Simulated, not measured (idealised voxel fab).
process module | voxel transistor to metal
cross-section cut | 215 nm wide | cells 5 nm
A cross-section is a grid of square cells, given in bands from the top down. A band is one or more rows of cells.
Each band's line starts with the height of the band's top and of its bottom, in nm. Then come its materials from left to right, each with its width in nm. One material with "throughout" fills the band from edge to edge. "air" is empty space.
Height 0 is the level under which the wafer as received is all one material. The lowest band goes on downwards, as in "0 down".
A width such as "30 to 40" changes by the same amount from each row of cells to the next, from the band's top row to its bottom row.
"no change" after a step means that no cell of the cross-section changed.
closed voids: empty space of 8 cells or more with no open way to the top, each as width x height at its distance from the left edge, in nm
after a step's settings: what the simulator itself notes on the step
overlay nm, on a step with a mask: how far to the right of its planned place the mask lay; to the left if negative
plan
1 op RECEIVE | material Si
2 op CONFORMAL_DEP | material SiO2 | thk nm 5
3 op CONFORMAL_DEP | material SiN | thk nm 15
4 op DIRECTIONAL_DEP | material aC | thk nm 15
5 op PATTERN | tone cover | mask id ACTIVE | material resist | width nm 120 | thk nm 35 | overlay nm 0
6 op DIRECTIONAL_ETCH | etch materials aC | depth nm 15
7 op STRIP | etch materials resist
8 op DIRECTIONAL_ETCH | etch materials SiN | depth nm 15
9 op DIRECTIONAL_ETCH | etch materials SiO2 | depth nm 5
10 op DIRECTIONAL_ETCH | etch materials Si | depth nm 20
11 op STRIP | etch materials aC
12 op OXIDIZE | depth nm 5
13 op FILL_DEP | material SiO2 | thk nm 15
14 op CMP | height nm 20
15 op SELECTIVE_ETCH | etch materials SiO2 | depth nm 10
16 op STRIP | etch materials SiN
17 op SELECTIVE_ETCH | etch materials SiO2 | depth nm 5
18 op OXIDIZE | depth nm 5
19 op DIRECTIONAL_DEP | material polySi | thk nm 25
20 op DIRECTIONAL_DEP | material SiCN | thk nm 10
21 op MASKED_ETCH | tone cover | mask id GATE | width nm 30 | etch materials SiCN | depth nm 20 | overlay nm 0
22 op MASKED_ETCH | tone cover | mask id GATE | width nm 30 | etch materials polySi | depth nm 35 | overlay nm 0
23 op CONFORMAL_DEP | material SiO2 | thk nm 5
24 op DIRECTIONAL_ETCH | etch materials SiO2 | depth nm 5
25 op CONFORMAL_DEP | material SiN | thk nm 10
26 op DIRECTIONAL_ETCH | etch materials SiN | depth nm 10
27 op DIRECTIONAL_ETCH | etch materials SiO2 | depth nm 5
28 op EPI | material nSi | thk nm 5
29 op FILL_DEP | material SiO2 | thk nm 10
30 op CMP | height nm 25
31 op STRIP | etch materials polySi
32 op SELECTIVE_ETCH | etch materials SiO2 | depth nm 5
33 op CONFORMAL_DEP | material HfO2 | thk nm 5
34 op CONFORMAL_DEP | material TiN | thk nm 5
35 op FILL_DEP | material W | thk nm 10
36 op CMP | height nm 20
37 op DIRECTIONAL_DEP | material SiO2 | thk nm 10
38 op PATTERN | tone open | mask id CONTACT | material resist | width nm 20 | pitch nm 90 | thk nm 20 | overlay nm 0
39 op DIRECTIONAL_ETCH | etch materials SiO2 | depth nm 30
40 op STRIP | etch materials resist
41 op CONFORMAL_DEP | material TiN | thk nm 5
42 op FILL_DEP | material Ru | thk nm 5
43 op CMP | height nm 30
44 op DIRECTIONAL_DEP | material TiN | thk nm 5
45 op DIRECTIONAL_DEP | material Ru | thk nm 15
46 op PATTERN | tone cover | mask id METAL_1 | material resist | width nm 20 | pitch nm 90 | thk nm 20 | overlay nm 0
47 op DIRECTIONAL_ETCH | etch materials Ru | depth nm 15
48 op DIRECTIONAL_ETCH | etch materials TiN | depth nm 5
49 op STRIP | etch materials resist
50 op CONFORMAL_DEP | material SiCN | thk nm 5
51 op FILL_DEP | material SiO2 | thk nm 5
52 op CMP | height nm 50
53 op CONFORMAL_DEP | material SiN | thk nm 5
as received, after step 1
  0 down: Si throughout
  closed voids: none
first wafer at the end, as planned
  55 to 50: SiN throughout
  50 to 35: SiO2 45 | SiCN 5 | Ru 20 | SiCN 5 | SiO2 60 | SiCN 5 | Ru 20 | SiCN 5 | SiO2 50
  35 to 30: SiCN 50 | TiN 20 | SiCN 70 | TiN 20 | SiCN 55
  30 to 20: SiO2 50 | TiN 5 | Ru 10 | TiN 5 | SiO2 70 | TiN 5 | Ru 10 | TiN 5 | SiO2 55
  20 to 10: SiO2 50 | TiN 5 | Ru 10 | TiN 5 | SiO2 5 | SiN 10 | HfO2 5 | TiN 5 | W 20 | TiN 5 | HfO2 5 | SiN 10 | SiO2 5 | TiN 5 | Ru 10 | TiN 5 | SiO2 55
  10 to 5: SiO2 50 | TiN 10 | Ru 5 | TiN 5 | SiO2 5 | SiN 10 | HfO2 5 | TiN 5 | W 20 | TiN 5 | HfO2 5 | SiN 10 | SiO2 5 | TiN 5 | Ru 5 | TiN 10 | SiO2 55
  5 to 0: SiO2 45 | SiN 10 | TiN 15 | SiO2 5 | SiN 10 | HfO2 5 | TiN 30 | HfO2 5 | SiN 10 | SiO2 5 | TiN 15 | SiN 10 | SiO2 50
  0 to -5: SiO2 55 | nSi 20 | SiO2 10 | HfO2 40 | SiO2 10 | nSi 20 | SiO2 60
  -5 to -25: SiO2 50 | Si 110 | SiO2 55
  -25 down: Si throughout
  closed voids: none
second wafer at the end: like start, like plan, one mistake
  55 to 50: TiN throughout
  50 to 35: SiO2 45 | SiCN 5 | Ru 20 | SiCN 5 | SiO2 60 | SiCN 5 | Ru 20 | SiCN 5 | SiO2 50
  35 to 30: SiCN 50 | TiN 20 | SiCN 70 | TiN 20 | SiCN 55
  30 to 20: SiO2 50 | TiN 5 | Ru 10 | TiN 5 | SiO2 70 | TiN 5 | Ru 10 | TiN 5 | SiO2 55
  20 to 10: SiO2 50 | TiN 5 | Ru 10 | TiN 5 | SiO2 5 | SiN 10 | HfO2 5 | TiN 5 | W 20 | TiN 5 | HfO2 5 | SiN 10 | SiO2 5 | TiN 5 | Ru 10 | TiN 5 | SiO2 55
  10 to 5: SiO2 50 | TiN 10 | Ru 5 | TiN 5 | SiO2 5 | SiN 10 | HfO2 5 | TiN 5 | W 20 | TiN 5 | HfO2 5 | SiN 10 | SiO2 5 | TiN 5 | Ru 5 | TiN 10 | SiO2 55
  5 to 0: SiO2 45 | SiN 10 | TiN 15 | SiO2 5 | SiN 10 | HfO2 5 | TiN 30 | HfO2 5 | SiN 10 | SiO2 5 | TiN 15 | SiN 10 | SiO2 50
  0 to -5: SiO2 55 | nSi 20 | SiO2 10 | HfO2 40 | SiO2 10 | nSi 20 | SiO2 60
  -5 to -25: SiO2 50 | Si 110 | SiO2 55
  -25 down: Si throughout
  closed voids: none
what went wrong: step 53 ran as: op CONFORMAL_DEP | material TiN | thk nm 5
at the end the second wafer has, in cells: 43 fewer of SiN | 43 more of TiN
